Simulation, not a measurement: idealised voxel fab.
Presented below is a process module, voxel transistor to metal.
Square cell edge 5 nm, section width 210 nm, ID cut.
In what follows, cross-sections appear as grids of square cells, described through bands that run from the top down, where every band is one or more rows of cells.
Each band's line starts with the height of the band's top and of its bottom, in nm. Then come its materials from left to right, each with its width in nm. One material with "full width" fills the band from edge to edge. "blank" is empty space.
Where do heights start? At 0: under that level the wafer as delivered is made of one material only. And the lowest band has no floor; it just carries on downward, as in "0 down".
The expression "30..40" gives the width at the extremes of the band, the first number at its top row of cells and the second at its bottom row, with the width changing by equal amounts from each row to the next in between.
Given "no change" for a step, no cell of the cross-section differs between before and after that step.
"Catalogued sealed voids" lists enclosed empty spaces (at least 8 cells, no open path upward to the top), each as width x height at distance from the left edge, in nm.
It should be noted that, on the line of a given step, the content following the step's settings is a remark produced by the simulator itself with respect to that step.
The line of a step may include "overlay nm". On a step with a mask, this value is how far to the right of its planned place the mask lay. A negative value means the mask lay to the left.

[Listed below are the process steps as planned]
1) RECEIVE [material Si]
2) CONFORMAL_DEP [material SiO2] [thk nm 5]
3) CONFORMAL_DEP [material SiN] [thk nm 15]
4) MASKED_ETCH [tone cover] [mask id ACTIVE] [width nm 120] [etch materials SiN] [depth nm 15] [overlay nm 0]
5) MASKED_ETCH [tone cover] [mask id ACTIVE] [width nm 120] [etch materials SiO2] [depth nm 5] [overlay nm 0]
6) MASKED_ETCH [tone cover] [mask id ACTIVE] [width nm 120] [etch materials Si] [depth nm 35] [overlay nm 0]
7) FILL_DEP [material SiO2] [thk nm 10]
8) CMP [height nm 20]
9) SELECTIVE_ETCH [etch materials SiO2] [depth nm 5]
10) STRIP [etch materials SiN]
11) SELECTIVE_ETCH [etch materials SiO2] [depth nm 5]
12) OXIDIZE [depth nm 5]
13) DIRECTIONAL_DEP [material polySi] [thk nm 25]
14) DIRECTIONAL_DEP [material SiCN] [thk nm 15]
15) MASKED_ETCH [tone cover] [mask id GATE] [width nm 30] [etch materials SiCN] [depth nm 25] [overlay nm 0]
16) MASKED_ETCH [tone cover] [mask id GATE] [width nm 30] [etch materials polySi] [depth nm 35] [overlay nm 0]
17) CONFORMAL_DEP [material SiN] [thk nm 10]
18) DIRECTIONAL_ETCH [etch materials SiN] [depth nm 10]
19) DIRECTIONAL_ETCH [etch materials SiO2] [depth nm 5]
20) EPI [material SiGe] [thk nm 5]
21) FILL_DEP [material SiO2] [thk nm 10]
22) CMP [height nm 25]
23) STRIP [etch materials polySi]
24) SELECTIVE_ETCH [etch materials SiO2] [depth nm 5]
25) CONFORMAL_DEP [material HfO2] [thk nm 5]
26) CONFORMAL_DEP [material TiN] [thk nm 5]
27) FILL_DEP [material W] [thk nm 10]
28) CMP [height nm 20]
29) DIRECTIONAL_DEP [material SiO2] [thk nm 15]
30) PATTERN [tone open] [mask id CONTACT] [material resist] [width nm 15] [pitch nm 85] [thk nm 15] [overlay nm 0]
31) DIRECTIONAL_ETCH [etch materials SiO2] [depth nm 35]
32) STRIP [etch materials resist]
33) CONFORMAL_DEP [material TiN] [thk nm 5]
34) FILL_DEP [material W] [thk nm 5]
35) CMP [height nm 35]
36) CONFORMAL_DEP [material SiCN] [thk nm 5]
37) DIRECTIONAL_DEP [material SiO2] [thk nm 15]
38) MASKED_ETCH [tone open] [mask id METAL_1] [width nm 15] [pitch nm 85] [etch materials SiO2] [depth nm 15] [overlay nm 0]
39) MASKED_ETCH [tone open] [mask id METAL_1] [width nm 15] [pitch nm 85] [etch materials SiCN] [depth nm 5] [overlay nm 0]
40) CONFORMAL_DEP [material TiN] [thk nm 5]
41) FILL_DEP [material Cu] [thk nm 10]
42) CMP [height nm 55]
43) CONFORMAL_DEP [material SiCN] [thk nm 5]
44) DIRECTIONAL_DEP [material SiO2] [thk nm 30]
45) DIRECTIONAL_DEP [material aC] [thk nm 15]
46) PATTERN [tone open] [mask id METAL_2] [material resist] [width nm 15] [pitch nm 85] [thk nm 35] [overlay nm 0]
47) DIRECTIONAL_ETCH [etch materials aC] [depth nm 15]
48) STRIP [etch materials resist]
49) DIRECTIONAL_ETCH [etch materials SiO2] [depth nm 15]
50) STRIP [etch materials aC]
51) PATTERN [tone open] [mask id METAL_2_HOLES] [material resist] [width nm 15] [pitch nm 85] [thk nm 20] [overlay nm 0]
52) DIRECTIONAL_ETCH [etch materials SiO2] [depth nm 15]
53) DIRECTIONAL_ETCH [etch materials SiCN] [depth nm 5]
54) STRIP [etch materials resist]
55) CONFORMAL_DEP [material TiN] [thk nm 5]
56) FILL_DEP [material Cu] [thk nm 10]
57) CMP [height nm 90]
58) CONFORMAL_DEP [material SiN] [thk nm 5]
Wafers differ in thk nm at step 55; plan lists the first wafer's value; identical starting state.

[Step 1 complete: as-received cross-section of the first of several wafers]
	0 down | Si full width
	Catalogued sealed voids: none

[The figure below presents a cross-section of the first of several wafers at the conclusion of the module, following its last step, step 58]
	95 to 90 | SiN full width
	90 to 60 | SiO2 (55)  TiN (5)  Cu (5)  TiN (5)  SiO2 (70)  TiN (5)  Cu (5)  TiN (5)  SiO2 (55)
	60 to 55 | SiCN (55)  TiN (15)  SiCN (70)  TiN (15)  SiCN (55)
	55 to 40 | SiO2 (55)  TiN (5)  Cu (5)  TiN (5)  SiO2 (70)  TiN (5)  Cu (5)  TiN (5)  SiO2 (55)
	40 to 35 | SiCN (55)  TiN (15)  SiCN (70)  TiN (15)  SiCN (55)
	35 to 20 | SiO2 (55)  TiN (5)  W (5)  TiN (5)  SiO2 (70)  TiN (5)  W (5)  TiN (5)  SiO2 (55)
	20 to 10 | SiO2 (55)  TiN (5)  W (5)  TiN (5)  SiO2 (10)  SiN (10)  HfO2 (5)  TiN (5)  W (10)  TiN (5)  HfO2 (5)  SiN (10)  SiO2 (10)  TiN (5)  W (5)  TiN (5)  SiO2 (55)
	10 to 5 | SiO2 (40)  SiN (10)  SiO2 (5)  TiN (5)  W (5)  TiN (5)  SiO2 (10)  SiN (10)  HfO2 (5)  TiN (5)  W (10)  TiN (5)  HfO2 (5)  SiN (10)  SiO2 (10)  TiN (5)  W (5)  TiN (5)  SiO2 (5)  SiN (10)  SiO2 (40)
	5 to 0 | SiO2 (40)  SiN (10)  SiO2 (5)  TiN (15)  SiO2 (10)  SiN (10)  HfO2 (5)  TiN (20)  HfO2 (5)  SiN (10)  SiO2 (10)  TiN (15)  SiO2 (5)  SiN (10)  SiO2 (40)
	0 to -5 | SiO2 (50)  SiGe (30)  SiO2 (5)  HfO2 (40)  SiO2 (5)  SiGe (30)  SiO2 (50)
	-5 to -35 | SiO2 (45)  Si (120)  SiO2 (45)
	-35 down | Si full width
	Catalogued sealed voids: none

[At the end of the module, the last of several wafers in cross-section]
	95 to 90 | SiN full width
	90 to 60 | SiO2 (55)  TiN (15)  SiO2 (70)  TiN (15)  SiO2 (55)
	60 to 55 | SiCN (55)  TiN (15)  SiCN (70)  TiN (15)  SiCN (55)
	55 to 40 | SiO2 (55)  TiN (5)  Cu (5)  TiN (5)  SiO2 (70)  TiN (5)  Cu (5)  TiN (5)  SiO2 (55)
	40 to 35 | SiCN (55)  TiN (15)  SiCN (70)  TiN (15)  SiCN (55)
	35 to 20 | SiO2 (55)  TiN (5)  W (5)  TiN (5)  SiO2 (70)  TiN (5)  W (5)  TiN (5)  SiO2 (55)
	20 to 10 | SiO2 (55)  TiN (5)  W (5)  TiN (5)  SiO2 (10)  SiN (10)  HfO2 (5)  TiN (5)  W (10)  TiN (5)  HfO2 (5)  SiN (10)  SiO2 (10)  TiN (5)  W (5)  TiN (5)  SiO2 (55)
	10 to 5 | SiO2 (40)  SiN (10)  SiO2 (5)  TiN (5)  W (5)  TiN (5)  SiO2 (10)  SiN (10)  HfO2 (5)  TiN (5)  W (10)  TiN (5)  HfO2 (5)  SiN (10)  SiO2 (10)  TiN (5)  W (5)  TiN (5)  SiO2 (5)  SiN (10)  SiO2 (40)
	5 to 0 | SiO2 (40)  SiN (10)  SiO2 (5)  TiN (15)  SiO2 (10)  SiN (10)  HfO2 (5)  TiN (20)  HfO2 (5)  SiN (10)  SiO2 (10)  TiN (15)  SiO2 (5)  SiN (10)  SiO2 (40)
	0 to -5 | SiO2 (50)  SiGe (30)  SiO2 (5)  HfO2 (40)  SiO2 (5)  SiGe (30)  SiO2 (50)
	-5 to -35 | SiO2 (45)  Si (120)  SiO2 (45)
	-35 down | Si full width
	Catalogued sealed voids: none

[Rows = wafers. At module end, each row lists per material the cells gained (+) or lost (-) since the wafer was received, then the closed voids]
thk nm 5 | +18 Cu | +16 HfO2 | -150 Si | +72 SiCN | +12 SiGe | +66 SiN | +658 SiO2 | +88 TiN | +18 W | Catalogued sealed voids: none
thk nm 10 | +6 Cu | +16 HfO2 | -150 Si | +72 SiCN | +12 SiGe | +66 SiN | +658 SiO2 | +100 TiN | +18 W | Catalogued sealed voids: none
thk nm 15 | +6 Cu | +16 HfO2 | -150 Si | +72 SiCN | +12 SiGe | +66 SiN | +658 SiO2 | +100 TiN | +18 W | Catalogued sealed voids: none
thk nm 20 | +6 Cu | +16 HfO2 | -150 Si | +72 SiCN | +12 SiGe | +66 SiN | +658 SiO2 | +100 TiN | +18 W | Catalogued sealed voids: none
